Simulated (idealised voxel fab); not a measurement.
This section sets out a process module, namely voxel transistor to metal.
Section cut is 295 nm wide and gridded with 5 nm square cells.
How to read a cross-section here: the picture is a grid of square cells, written as bands going from the top down, and any band can span one or more rows of cells. A band entry consists of two parts. The first gives the height of the band's top and the height of its bottom, in nm. The rest lists the band's materials from left to right, each with its width in nm. A single material labelled with the word "throughout" fills the band from edge to edge, and the word "empty" marks empty space. Zero point of the height axis is 0; under it, received wafer = one material. Lowest band: continues down indefinitely, "0..down". A width given as "30..40" starts at the first number in the band's top row and ends at the second number in its bottom row, shifting by an equal amount at every step from row to row. Reading "no modifications" for a step: not a cell of the cross-section changed in it. Voids not open to the top, 8 cells minimum: see "Enclosed internal cavities". Written width x height at distance; distance is from the left edge; nm. Step line, after settings: the simulator's comment on this step. Steps that use a mask can have "overlay nm" on their line. It says how far the mask sat to the right of where it was meant to be. Negative means to the left.
This section lists the process steps that were planned
1 RECEIVE | material Si
2 CONFORMAL_DEP | material SiO2 | thk nm 5
3 CONFORMAL_DEP | material SiN | thk nm 10
4 MASKED_ETCH | tone cover | mask id ACTIVE | width nm 115 | pitch nm 145 | etch materials SiN | depth nm 10 | overlay nm 0
5 MASKED_ETCH | tone cover | mask id ACTIVE | width nm 115 | pitch nm 145 | etch materials SiO2 | depth nm 5 | overlay nm 0
6 MASKED_ETCH | tone cover | mask id ACTIVE | width nm 115 | pitch nm 145 | etch materials Si | depth nm 30 | overlay nm 0
7 OXIDIZE | depth nm 5
8 FILL_DEP | material SiO2 | thk nm 5
9 CMP | height nm 15
10 SELECTIVE_ETCH | etch materials SiO2 | depth nm 10
11 STRIP | etch materials SiN
12 SELECTIVE_ETCH | etch materials SiO2 | depth nm 5
13 OXIDIZE | depth nm 5
14 DIRECTIONAL_DEP | material polySi | thk nm 25
15 DIRECTIONAL_DEP | material SiCN | thk nm 15
16 PATTERN | tone cover | mask id GATE | material resist | width nm 35 | pitch nm 145 | thk nm 15 | overlay nm 0
17 DIRECTIONAL_ETCH | etch materials SiCN | depth nm 25
18 DIRECTIONAL_ETCH | etch materials polySi | depth nm 35
19 STRIP | etch materials resist
20 CONFORMAL_DEP | material SiO2 | thk nm 5
21 DIRECTIONAL_ETCH | etch materials SiO2 | depth nm 5
22 CONFORMAL_DEP | material SiN | thk nm 5
23 DIRECTIONAL_ETCH | etch materials SiN | depth nm 5
24 DIRECTIONAL_ETCH | etch materials SiO2 | depth nm 5
25 EPI | material pSi | thk nm 5
26 FILL_DEP | material SiO2 | thk nm 10
27 CMP | height nm 25
28 STRIP | etch materials polySi
29 SELECTIVE_ETCH | etch materials SiO2 | depth nm 5
30 CONFORMAL_DEP | material HfO2 | thk nm 5
31 CONFORMAL_DEP | material TiN | thk nm 5
32 FILL_DEP | material W | thk nm 10
33 CMP | height nm 20
34 DIRECTIONAL_DEP | material SiO2 | thk nm 15
35 PATTERN | tone open | mask id CONTACT | material resist | width nm 15 | thk nm 15 | overlay nm 0
36 DIRECTIONAL_ETCH | etch materials SiO2 | depth nm 35
37 STRIP | etch materials resist
38 CONFORMAL_DEP | material TiN | thk nm 5
39 FILL_DEP | material W | thk nm 5
40 CMP | height nm 35
41 CONFORMAL_DEP | material SiN | thk nm 5
42 DIRECTIONAL_DEP | material lowk | thk nm 15
43 MASKED_ETCH | tone open | mask id METAL_1 | width nm 15 | etch materials lowk | depth nm 15 | overlay nm 0
44 MASKED_ETCH | tone open | mask id METAL_1 | width nm 15 | etch materials SiN | depth nm 5 | overlay nm 0
45 CONFORMAL_DEP | material TiN | thk nm 5
46 FILL_DEP | material Ru | thk nm 5
47 CMP | height nm 55
48 EPI | material Ru | thk nm 5
49 FILL_DEP | material SiCN | thk nm 5
50 DIRECTIONAL_DEP | material SiO2 | thk nm 35
51 MASKED_ETCH | tone open | mask id METAL_2 | width nm 15 | pitch nm 145 | etch materials SiO2 | depth nm 20 | overlay nm 0
52 PATTERN | tone open | mask id METAL_2_HOLES | material resist | width nm 15 | pitch nm 145 | thk nm 15 | overlay nm 0
53 DIRECTIONAL_ETCH | etch materials SiO2 | depth nm 15
54 DIRECTIONAL_ETCH | etch materials SiCN | depth nm 5
55 STRIP | etch materials resist
56 CONFORMAL_DEP | material TiN | thk nm 5
57 FILL_DEP | material Cu | thk nm 10
58 CMP | height nm 100
59 CONFORMAL_DEP | material SiCN | thk nm 5
Delivered wafer in cross-section: state after step 1
> 0..down = Si throughout
> Enclosed internal cavities: none
Cross-section, first of two wafers, end of module, run as planned
> 105..100 = SiCN throughout
> 100..65 = 20 SiO2, 5 TiN, 5 Cu, 5 TiN, 130 SiO2, 5 TiN, 5 Cu, 5 TiN, 115 SiO2
> 65..60 = 20 SiCN, 15 TiN, 130 SiCN, 15 TiN, 115 SiCN
> 60..55 = 15 SiCN, 25 Ru, 65 SiCN, 25 Ru, 30 SiCN, 25 Ru, 65 SiCN, 25 Ru, 20 SiCN
> 55..40 = 20 lowk, 5 TiN, 5 Ru, 5 TiN, 75 lowk, 5 TiN, 5 Ru, 5 TiN, 40 lowk, 5 TiN, 5 Ru, 5 TiN, 75 lowk, 5 TiN, 5 Ru, 5 TiN, 25 lowk
> 40..35 = 20 SiN, 15 TiN, 75 SiN, 15 TiN, 40 SiN, 15 TiN, 75 SiN, 15 TiN, 25 SiN
> 35..20 = 20 SiO2, 5 TiN, 5 W, 5 TiN, 75 SiO2, 5 TiN, 5 W, 5 TiN, 40 SiO2, 5 TiN, 5 W, 5 TiN, 75 SiO2, 5 TiN, 5 W, 5 TiN, 25 SiO2
> 20..5 = 20 SiO2, 5 TiN, 5 W, 5 TiN, 10 SiO2, 5 SiN, 5 HfO2, 5 TiN, 25 W, 5 TiN, 5 HfO2, 5 SiN, 10 SiO2, 5 TiN, 5 W, 5 TiN, 40 SiO2, 5 TiN, 5 W, 5 TiN, 10 SiO2, 5 SiN, 5 HfO2, 5 TiN, 25 W, 5 TiN, 5 HfO2, 5 SiN, 10 SiO2, 5 TiN, 5 W, 5 TiN, 25 SiO2
> 5..0 = 20 SiO2, 15 TiN, 10 SiO2, 5 SiN, 5 HfO2, 35 TiN, 5 HfO2, 5 SiN, 10 SiO2, 15 TiN, 40 SiO2, 15 TiN, 10 SiO2, 5 SiN, 5 HfO2, 35 TiN, 5 HfO2, 5 SiN, 10 SiO2, 15 TiN, 25 SiO2
> 0..-5 = 15 SiO2, 30 pSi, 5 SiO2, 45 HfO2, 5 SiO2, 30 pSi, 30 SiO2, 30 pSi, 5 SiO2, 45 HfO2, 5 SiO2, 30 pSi, 20 SiO2
> -5..-35 = 20 SiO2, 105 Si, 40 SiO2, 105 Si, 25 SiO2
> -35..down = Si throughout
> Enclosed internal cavities: none
Cross-sectional image of the second wafer of the two following completion of the module. Starting state and process plan were the same as for the first wafer; one execution error occurred
> 105..100 = SiCN throughout
> 100..95 = 10 Cu, 15 TiN, 5 Cu, 15 TiN, 55 Cu, 35 TiN, 20 Cu, 15 TiN, 5 Cu, 15 TiN, 55 Cu, 35 TiN, 15 Cu
> 95..90 = 15 TiN, 5 SiO2, 5 TiN, 5 Cu, 5 TiN, 5 SiO2, 65 TiN, 25 SiO2, 30 TiN, 5 SiO2, 5 TiN, 5 Cu, 5 TiN, 5 SiO2, 65 TiN, 25 SiO2, 20 TiN
> 90..65 = 20 SiO2, 5 TiN, 5 Cu, 5 TiN, 130 SiO2, 5 TiN, 5 Cu, 5 TiN, 115 SiO2
> 65..60 = 20 SiO2, 15 TiN, 130 SiO2, 15 TiN, 115 SiO2
> 60..55 = 15 SiO2, 25 Ru, 65 SiO2, 25 Ru, 30 SiO2, 25 Ru, 65 SiO2, 25 Ru, 20 SiO2
> 55..40 = 20 lowk, 5 TiN, 5 Ru, 5 TiN, 75 lowk, 5 TiN, 5 Ru, 5 TiN, 40 lowk, 5 TiN, 5 Ru, 5 TiN, 75 lowk, 5 TiN, 5 Ru, 5 TiN, 25 lowk
> 40..35 = 20 SiN, 15 TiN, 75 SiN, 15 TiN, 40 SiN, 15 TiN, 75 SiN, 15 TiN, 25 SiN
> 35..20 = 20 SiO2, 5 TiN, 5 W, 5 TiN, 75 SiO2, 5 TiN, 5 W, 5 TiN, 40 SiO2, 5 TiN, 5 W, 5 TiN, 75 SiO2, 5 TiN, 5 W, 5 TiN, 25 SiO2
> 20..5 = 20 SiO2, 5 TiN, 5 W, 5 TiN, 10 SiO2, 5 SiN, 5 HfO2, 5 TiN, 25 W, 5 TiN, 5 HfO2, 5 SiN, 10 SiO2, 5 TiN, 5 W, 5 TiN, 40 SiO2, 5 TiN, 5 W, 5 TiN, 10 SiO2, 5 SiN, 5 HfO2, 5 TiN, 25 W, 5 TiN, 5 HfO2, 5 SiN, 10 SiO2, 5 TiN, 5 W, 5 TiN, 25 SiO2
> 5..0 = 20 SiO2, 15 TiN, 10 SiO2, 5 SiN, 5 HfO2, 35 TiN, 5 HfO2, 5 SiN, 10 SiO2, 15 TiN, 40 SiO2, 15 TiN, 10 SiO2, 5 SiN, 5 HfO2, 35 TiN, 5 HfO2, 5 SiN, 10 SiO2, 15 TiN, 25 SiO2
> 0..-5 = 15 SiO2, 30 pSi, 5 SiO2, 45 HfO2, 5 SiO2, 30 pSi, 30 SiO2, 30 pSi, 5 SiO2, 45 HfO2, 5 SiO2, 30 pSi, 20 SiO2
> -5..-35 = 20 SiO2, 105 Si, 40 SiO2, 105 Si, 25 SiO2
> -35..down = Si throughout
> Enclosed internal cavities: none
Which mistake was made when the wafer was run? plan step 49 skipped
Final comparison by cell count, materials where the second wafer has more or fewer than the first: +31 Cu; -92 SiCN; +61 TiN
